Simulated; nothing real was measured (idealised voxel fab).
Module name: voxel capacitor over wiring (process module)
Shown is cross-section cut, with a width of 165 nm and square cells of size 5 nm.
Bands, listed from the top down, are how a cross-section gets written in this document; the cross-section itself is a grid of square cells, and a band is one or more rows of them.
Band entry format. Leading values: height of top, height of bottom, nm. Remainder: materials in left-to-right order, each with its width in nm. Special words: "throughout" on a single material, which then fills the band edge to edge; "empty", empty space.
Measure heights from 0. That's the level where, below it, the as-received wafer is all one material. The lowest band is bottomless and extends downward; write it as in "0..down".
The two numbers in a width such as "30 to 40" mark its ends across the band: the first belongs to the top row of cells, the second to the bottom row, and from each row to the next the width moves by the same amount.
You'll sometimes find "changes: none" written for a step, and that's the way of saying that nowhere in the cross-section did a cell change during that step.
So "Enclosed void inventory" is basically the list of trapped voids: any empty space of 8 cells or more that can't reach the top through an opening. They're written width x height at distance, the distance being from the left edge, and it's all nm.
It should be noted that, on the line of a given step, the content following the step's settings is a remark produced by the simulator itself with respect to that step.
Regarding "overlay nm": on a step with a mask, it is the distance the mask lay to the right of its planned place; a negative value places it to the left.

Steps in the process plan
1: RECEIVE | material Si
2: CONFORMAL_DEP | material SiO2 | thk nm 15
3: CONFORMAL_DEP | material SiCN | thk nm 5
4: DIRECTIONAL_DEP | material SiO2 | thk nm 25
5: PATTERN | tone open | mask id METAL_1 | material resist | width nm 30 | pitch nm 95 | thk nm 15 | overlay nm 0
6: DIRECTIONAL_ETCH | etch materials SiO2 | depth nm 25
7: DIRECTIONAL_ETCH | etch materials SiCN | depth nm 5
8: STRIP | etch materials resist
9: CONFORMAL_DEP | material TiN | thk nm 5
10: FILL_DEP | material Ru | thk nm 5
11: CMP | height nm 45
12: EPI | material Ru | thk nm 5
13: FILL_DEP | material SiCN | thk nm 5
14: DIRECTIONAL_DEP | material SiO2 | thk nm 20
15: DIRECTIONAL_DEP | material aC | thk nm 10
16: PATTERN | tone open | mask id PLUG_1 | material resist | width nm 15 | thk nm 25 | overlay nm 0
17: DIRECTIONAL_ETCH | etch materials aC | depth nm 10
18: STRIP | etch materials resist
19: DIRECTIONAL_ETCH | etch materials SiO2 | depth nm 20
20: DIRECTIONAL_ETCH | etch materials SiCN | depth nm 5
21: STRIP | etch materials aC
22: CONFORMAL_DEP | material TiN | thk nm 5
23: FILL_DEP | material W | thk nm 5
24: CMP | height nm 75
25: DIRECTIONAL_DEP | material TiN | thk nm 5
26: DIRECTIONAL_DEP | material SiN | thk nm 5
27: DIRECTIONAL_DEP | material TiN | thk nm 10
28: MASKED_ETCH | tone cover | mask id UPPER_PLATE | width nm 70 | etch materials TiN | depth nm 10 | overlay nm 0
29: MASKED_ETCH | tone cover | mask id UPPER_PLATE | width nm 70 | etch materials SiN | depth nm 5 | overlay nm 0
30: PATTERN | tone cover | mask id LOWER_PLATE | material resist | width nm 80 | thk nm 15 | overlay nm 0
31: DIRECTIONAL_ETCH | etch materials TiN | depth nm 5
32: STRIP | etch materials resist
33: FILL_DEP | material SiO2 | thk nm 15
34: CMP | height nm 105
35: PATTERN | tone open | mask id PLUG_2 | material resist | width nm 15 | thk nm 20 | overlay nm 0
36: DIRECTIONAL_ETCH | etch materials SiO2 | depth nm 10
37: STRIP | etch materials resist
38: CONFORMAL_DEP | material TiN | thk nm 5
39: FILL_DEP | material Cu | thk nm 5
40: CMP | height nm 105
41: CONFORMAL_DEP | material SiCN | thk nm 5

as received, after step 1
> 0..down: Si throughout
> Enclosed void inventory: none

The first of the two wafers as seen in cross-section once the module was finished; processing followed the plan
> 110..105: SiCN throughout
> 105..100: SiO2 45 nm / TiN 5 nm / Cu 5 nm / TiN 5 nm / SiO2 105 nm
> 100..95: SiO2 45 nm / TiN 15 nm / SiO2 105 nm
> 95..85: SiO2 35 nm / TiN 70 nm / SiO2 60 nm
> 85..80: SiO2 35 nm / SiN 70 nm / SiO2 60 nm
> 80..75: SiO2 30 nm / TiN 80 nm / SiO2 55 nm
> 75..55: SiO2 35 nm / TiN 5 nm / W 5 nm / TiN 5 nm / SiO2 115 nm
> 55..50: SiCN 35 nm / TiN 15 nm / SiCN 115 nm
> 50..45: SiCN 15 nm / Ru 40 nm / SiCN 55 nm / Ru 40 nm / SiCN 15 nm
> 45..20: SiO2 20 nm / TiN 5 nm / Ru 20 nm / TiN 5 nm / SiO2 65 nm / TiN 5 nm / Ru 20 nm / TiN 5 nm / SiO2 20 nm
> 20..15: SiCN 20 nm / TiN 30 nm / SiCN 65 nm / TiN 30 nm / SiCN 20 nm
> 15..0: SiO2 throughout
> 0..down: Si throughout
> Enclosed void inventory: none

This is the second of the two wafers, cross-sectioned at the end of the module; it started exactly like the first and was given the same plan, but it was run with one mistake
> 110..105: SiCN throughout
> 105..100: SiO2 45 nm / TiN 5 nm / Cu 5 nm / TiN 5 nm / SiO2 105 nm
> 100..95: SiO2 45 nm / TiN 15 nm / SiO2 105 nm
> 95..85: SiO2 35 nm / TiN 70 nm / SiO2 60 nm
> 85..80: SiO2 35 nm / SiN 70 nm / SiO2 60 nm
> 80..75: SiO2 30 nm / TiN 80 nm / SiO2 55 nm
> 75..55: SiO2 35 nm / TiN 5 nm / W 5 nm / TiN 5 nm / SiO2 115 nm
> 55..50: SiCN 35 nm / TiN 15 nm / SiCN 115 nm
> 50..45: Ru throughout
> 45..40: TiN 25 nm / Ru 20 nm / TiN 75 nm / Ru 20 nm / TiN 25 nm
> 40..20: SiO2 20 nm / TiN 5 nm / Ru 20 nm / TiN 5 nm / SiO2 65 nm / TiN 5 nm / Ru 20 nm / TiN 5 nm / SiO2 20 nm
> 20..15: SiO2 20 nm / TiN 30 nm / SiO2 65 nm / TiN 30 nm / SiO2 20 nm
> 15..0: SiO2 throughout
> 0..down: Si throughout
> Enclosed void inventory: none
The plan and the run diverged here: step 3 of the plan: omitted, not performed
at the end the second wafer has, in cells: Ru: 17 more; SiCN: 38 fewer; TiN: 21 more
